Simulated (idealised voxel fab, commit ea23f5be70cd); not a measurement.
Herein follows the process module entitled voxel self aligned contacts.
We display cut, a cross-section 235 nm in width whose square cells are each 5 nm.
Reading order for cross-sections: top band down to bottom band. Underlying form: a grid of square cells. Band size: one or more rows of cells. The band entry comprises the height of the band's top followed by the height of its bottom, expressed in nm, and subsequently the band's materials from left to right, each stated together with its width in nm. Where a single material is marked with the word "all across", that material fills the band from edge to edge. The word "blank" represents empty space. All heights in this document are referenced to 0, defined as the level beneath which the wafer, as received, consists entirely of one material. The lowest band is not bounded below; it extends indefinitely downward and is written in the form "0 nm and below". You'd read "30 to 40" like this: the band's top row of cells is as wide as the first number, its bottom row is as wide as the second, and going down, every row changes width by the same amount as the row before did. Step note "nothing got changed" = no cross-section cell changed. Closed empty spaces (no open way to the top) of 8 cells or more are what "Closed void list" lists, each as width x height at distance from the left edge, nm for all three. after a step's settings: what the simulator itself notes on the step. Steps that use a mask can have "overlay nm" on their line. It says how far the mask sat to the right of where it was meant to be. Negative means to the left.

## Listed below are the process steps as planned
- 1: RECEIVE,material Si
- 2: OXIDIZE,depth nm 5
- 3: DIRECTIONAL_DEP,material polySi,thk nm 30
- 4: DIRECTIONAL_DEP,material SiN,thk nm 20
- 5: PATTERN,tone cover,mask id GATE,material resist,width nm 30,pitch nm 70,thk nm 15,overlay nm 0
- 6: DIRECTIONAL_ETCH,etch materials SiN,depth nm 20
- 7: DIRECTIONAL_ETCH,etch materials polySi,depth nm 30
- 8: STRIP,etch materials resist
- 9: CONFORMAL_DEP,material SiN,thk nm 10
- 10: DIRECTIONAL_ETCH,etch materials SiN,depth nm 10
- 11: FILL_DEP,material SiO2,thk nm 20
- 12: CMP,height nm 60
- 13: DIRECTIONAL_DEP,material aC,thk nm 15
- 14: PATTERN,tone open,mask id CONTACT,material resist,width nm 50,pitch nm 70,thk nm 30,overlay nm 0
- 15: DIRECTIONAL_ETCH,etch materials aC,depth nm 15
- 16: STRIP,etch materials resist
- 17: DIRECTIONAL_ETCH,etch materials SiO2,depth nm 65
- 18: STRIP,etch materials aC
- 19: CONFORMAL_DEP,material TiN,thk nm 5
- 20: FILL_DEP,material W,thk nm 5
- 21: CMP,height nm 60
- 22: CONFORMAL_DEP,material SiCN,thk nm 5

## Incoming wafer in cross-section (state: after step 1)
  0 nm and below  Si all across
  Closed void list: none

## The following cross-section depicts the wafer upon conclusion of the module. Processing commenced from the starting condition illustrated above and adhered to the plan illustrated above, save for one mistake in execution
  65 nm to 60 nm  SiCN all across
  60 nm to 50 nm  SiO2 55; TiN 5 to 20; W 40 to 10; TiN 5 to 20; SiO2 20; TiN 5 to 20; W 40 to 10; TiN 5 to 20; SiO2 60
  50 nm to 30 nm  SiO2 20; SiN 50; TiN 5; W 10; TiN 5; SiN 50; TiN 5; W 10; TiN 5; SiN 50; SiO2 25
  30 nm to 25 nm  SiO2 70; TiN 20; SiO2 50; TiN 20; SiO2 75
  25 nm to 0 nm  polySi all across
  0 nm and below  Si all across
  Closed void list: none
Heads up, the wafer didn't run the way we planned it: ran 2 and 3 in swapped order versus the plan
